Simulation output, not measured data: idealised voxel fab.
The document below concerns the process module designated voxel ribs on slabs.
Section cut is 230 nm wide and gridded with 5 nm square cells.
How to read a cross-section here: the picture is a grid of square cells, written as bands going from the top down, and any band can span one or more rows of cells. First you get the band's top height and its bottom height, in nm, and then the materials it's made of, left to right, with each width in nm. If you see a single material with "all across", that one covers the band edge to edge. "blank" is empty space. Below 0: as-received wafer, all one material; heights counted from there. Lowest band: no bottom, goes on down, written "from 0 down". So if you see something like "30..40" for the width, read it as the top row of the band sitting at the first number and the bottom row at the second, with every row in between moving by the same amount as the last. Where a step carries "nothing was modified", the cross-section came out of it unchanged, cell for cell. The entry titled "Catalogued sealed voids" provides the empty spaces that have no open way to the top, restricted to those of 8 cells or more. Each is presented as width x height at distance, the distance being measured from the left edge, with all three in nm. Heads up: the bit after the settings on a step's line is the simulator's remark on that step. "overlay nm", when on a step's line for a step with a mask, measures how far to the right of its planned place the mask lay; a negative measure means to the left.
### Set out below are the planned steps of the process
1,RECEIVE [material Si]
2,DIRECTIONAL_DEP [material SiO2] [thk nm 20]
3,DIRECTIONAL_DEP [material polySi] [thk nm 25]
4,MASKED_ETCH [tone cover] [mask id RIB] [width nm 20] [etch materials polySi] [depth nm 20] [overlay nm 0]
5,DIRECTIONAL_DEP [material aC] [thk nm 15]
6,PATTERN [tone cover] [mask id SLAB] [material resist] [width nm 70] [thk nm 35] [overlay nm 0]
7,DIRECTIONAL_ETCH [etch materials aC] [depth nm 15]
8,STRIP [etch materials resist]
9,DIRECTIONAL_ETCH [etch materials polySi] [depth nm 5]
10,STRIP [etch materials aC]
11,FILL_DEP [material SiO2] [thk nm 20]
12,CMP [height nm 55]
13,DIRECTIONAL_DEP [material W] [thk nm 10]
14,DIRECTIONAL_DEP [material aC] [thk nm 10]
15,PATTERN [tone cover] [mask id HEATER] [material resist] [width nm 30] [thk nm 30] [overlay nm 0]
16,DIRECTIONAL_ETCH [etch materials aC] [depth nm 10]
17,STRIP [etch materials resist]
18,DIRECTIONAL_ETCH [etch materials W] [depth nm 10]
19,STRIP [etch materials aC]
20,CONFORMAL_DEP [material SiO2] [thk nm 5]
### First wafer, two in total, run as planned
### As-received state of the wafer in cross-section, equivalent to post-step 1
- from 0 down | Si all across
- Catalogued sealed voids: none
### after step 2
- from 20 to 0 | SiO2 all across
- All layers under 0 are left as they were.
### after step 3
- from 45 to 20 | polySi all across
- All layers under 20 are left as they were.
### after step 4
- from 45 to 25 | blank 105, then polySi 20, then blank 105
- All layers under 25 are left as they were.
### after step 5
- from 60 to 45 | blank 105, then aC 20, then blank 105
- from 45 to 40 | blank 105, then polySi 20, then blank 105
- from 40 to 25 | aC 105, then polySi 20, then aC 105
- All layers under 25 are left as they were.
### after step 6
- from 95 to 60 | blank 80, then resist 70, then blank 80
- from 60 to 45 | blank 80, then resist 25, then aC 20, then resist 25, then blank 80
- from 45 to 40 | blank 80, then resist 25, then polySi 20, then resist 25, then blank 80
- All layers under 40 are left as they were.
### after step 7
- from 80 to 60 | blank 80, then resist 70, then blank 80
- from 60 to 45 | blank 80, then resist 25, then aC 20, then resist 25, then blank 80
- from 45 to 40 | blank 80, then resist 25, then polySi 20, then resist 25, then blank 80
- from 40 to 25 | blank 80, then aC 25, then polySi 20, then aC 25, then blank 80
- All layers under 25 are left as they were.
### after step 8
- from 60 to 45 | blank 105, then aC 20, then blank 105
- from 45 to 40 | blank 105, then polySi 20, then blank 105
- All layers under 40 are left as they were.
### after step 9
- from 60 to 45 | blank 105, then aC 20, then blank 105
- from 45 to 40 | blank 105, then polySi 20, then blank 105
- from 40 to 25 | blank 80, then aC 25, then polySi 20, then aC 25, then blank 80
- from 25 to 20 | blank 80, then polySi 70, then blank 80
- All layers under 20 are left as they were.
### after step 10
- from 45 to 25 | blank 105, then polySi 20, then blank 105
- All layers under 25 are left as they were.
### after step 11
- from 65 to 45 | SiO2 all across
- from 45 to 25 | SiO2 105, then polySi 20, then SiO2 105
- from 25 to 20 | SiO2 80, then polySi 70, then SiO2 80
- All layers under 20 are left as they were.
### after step 12
- from 55 to 45 | SiO2 all across
- All layers under 45 are left as they were.
### after step 13
- from 65 to 55 | W all across
- All layers under 55 are left as they were.
### after step 14
- from 75 to 65 | aC all across
- All layers under 65 are left as they were.
### after step 15
- from 105 to 75 | blank 100, then resist 30, then blank 100
- All layers under 75 are left as they were.
### after step 16
- from 95 to 75 | blank 100, then resist 30, then blank 100
- from 75 to 65 | blank 100, then aC 30, then blank 100
- All layers under 65 are left as they were.
### after step 17
- from 75 to 65 | blank 100, then aC 30, then blank 100
- All layers under 65 are left as they were.
### after step 18
- from 75 to 65 | blank 100, then aC 30, then blank 100
- from 65 to 55 | blank 100, then W 30, then blank 100
- All layers under 55 are left as they were.
### after step 19
- from 65 to 55 | blank 100, then W 30, then blank 100
- All layers under 55 are left as they were.
### after step 20
- from 70 to 65 | blank 95, then SiO2 40, then blank 95
- from 65 to 60 | blank 95, then SiO2 5, then W 30, then SiO2 5, then blank 95
- from 60 to 55 | SiO2 100, then W 30, then SiO2 100
- All layers under 55 are left as they were.
### Second wafer. Start and plan as for the first. One mistake made in running. Agrees with the first up to and including step 13
### Look at the second wafer in cross-section at the time step 14 ought to have finished
- from 75 to 65 | SiO2 all across
- All layers under 65 are left as they were.
### Look at the second wafer in cross-section at the time step 15 ought to have finished
- from 105 to 75 | blank 100, then resist 30, then blank 100
- All layers under 75 are left as they were.
### Look at the second wafer in cross-section at the time step 16 ought to have finished
- from 95 to 75 | blank 100, then resist 30, then blank 100
- All layers under 75 are left as they were.
### Look at the second wafer in cross-section at the time step 17 ought to have finished
- from 75 to 65 | SiO2 all across
- All layers under 65 are left as they were.
Look at the second wafer in cross-section at the time step 18 ought to have finished: nothing was modified
Look at the second wafer in cross-section at the time step 19 ought to have finished: nothing was modified
### Look at the second wafer in cross-section at the time step 20 ought to have finished
- from 80 to 65 | SiO2 all across
- All layers under 65 are left as they were.
Plan not followed: rather than as planned, step 14 actually ran as DIRECTIONAL_DEP [material SiO2] [thk nm 10]
Wafer comparison, final, in cells, second relative to first, materials more or fewer: +88 SiO2 | +80 W
